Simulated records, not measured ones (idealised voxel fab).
The name of this process module is voxel self aligned vias.
This is section cut - it's 225 nm across, gridded in 5 nm square cells.
Reading order for cross-sections: top band down to bottom band. Underlying form: a grid of square cells. Band size: one or more rows of cells.
What a band's entry tells you: where the top is and where the bottom is, as heights in nm, and after that what lies inside, material by material from left to right, each with its width in nm. Empty space is written as the word "blank", and a single material marked with the word "everywhere" occupies the band from edge to edge.
Height datum 0, below which the as-received substrate wafer is one material. Lowest band open at the bottom, running downward: "from 0 down".
It should be noted that a width expressed as "30 to 40" varies in equal increments from row to row of cells within the band, taking the value of the first number at the top row and that of the second number at the bottom row.
"no modification" -> step changed no cross-section cell.
Closed-off voids of 8+ cells (no open route to the top) go in "Unvented internal voids", written width x height at distance from the left edge, in nm.
On a step's line, text after the settings is the simulator commenting on that step.
Steps that use a mask can have "overlay nm" on their line. It says how far the mask sat to the right of where it was meant to be. Negative means to the left.
**So here's the lineup of process steps we planned**
1. RECEIVE: material Si
2. CONFORMAL_DEP: material SiO2, thk nm 10
3. CONFORMAL_DEP: material SiCN, thk nm 5
4. DIRECTIONAL_DEP: material lowk, thk nm 30
5. MASKED_ETCH: tone open, mask id LINES, width nm 30, pitch nm 70, etch materials lowk, depth nm 30, overlay nm -15
6. CONFORMAL_DEP: material TiN, thk nm 5
7. FILL_DEP: material W, thk nm 10
8. CMP: height nm 45
9. SELECTIVE_ETCH: etch materials W Ru TiN, depth nm 10
10. FILL_DEP: material SiN, thk nm 10
11. CMP: height nm 45
12. DIRECTIONAL_DEP: material lowk, thk nm 15
13. MASKED_ETCH: tone open, mask id VIAS, width nm 40, pitch nm 70, etch materials lowk, depth nm 15, overlay nm 0
14. MASKED_ETCH: tone open, mask id VIAS, width nm 40, pitch nm 70, etch materials SiN, depth nm 10, overlay nm 0
15. CONFORMAL_DEP: material TiN, thk nm 5
16. FILL_DEP: material W, thk nm 5
17. CMP: height nm 60
18. CONFORMAL_DEP: material SiCN, thk nm 5
Same starting wafers, different overlay nm at step 5. Plan value belongs to the first wafer.
**So this is the first of several wafers, cross-sectioned as it came to us, meaning it's at the end of step 1**
* from 0 down = Si everywhere
* Unvented internal voids: none
**Here is how to read the rows: every wafer has a row, and it shows the wafer at the end of the module, giving for each material how many cells were gained (+) or lost (-) since the wafer was received, then listing its closed voids**
overlay nm -15; +90 SiCN; +8 SiN; +90 SiO2; +56 TiN; +56 W; +285 lowk; Unvented internal voids: none
overlay nm -10; +90 SiCN; +4 SiN; +90 SiO2; +56 TiN; +60 W; +285 lowk; Unvented internal voids: none
overlay nm -5; +90 SiCN; +90 SiO2; +56 TiN; +64 W; +285 lowk; Unvented internal voids: none
overlay nm 0; +90 SiCN; +90 SiO2; +56 TiN; +64 W; +285 lowk; Unvented internal voids: none
overlay nm 5; +90 SiCN; +90 SiO2; +56 TiN; +64 W; +285 lowk; Unvented internal voids: none
overlay nm 10; +90 SiCN; +4 SiN; +90 SiO2; +56 TiN; +60 W; +285 lowk; Unvented internal voids: none
overlay nm 15; +90 SiCN; +8 SiN; +90 SiO2; +56 TiN; +56 W; +285 lowk; Unvented internal voids: none
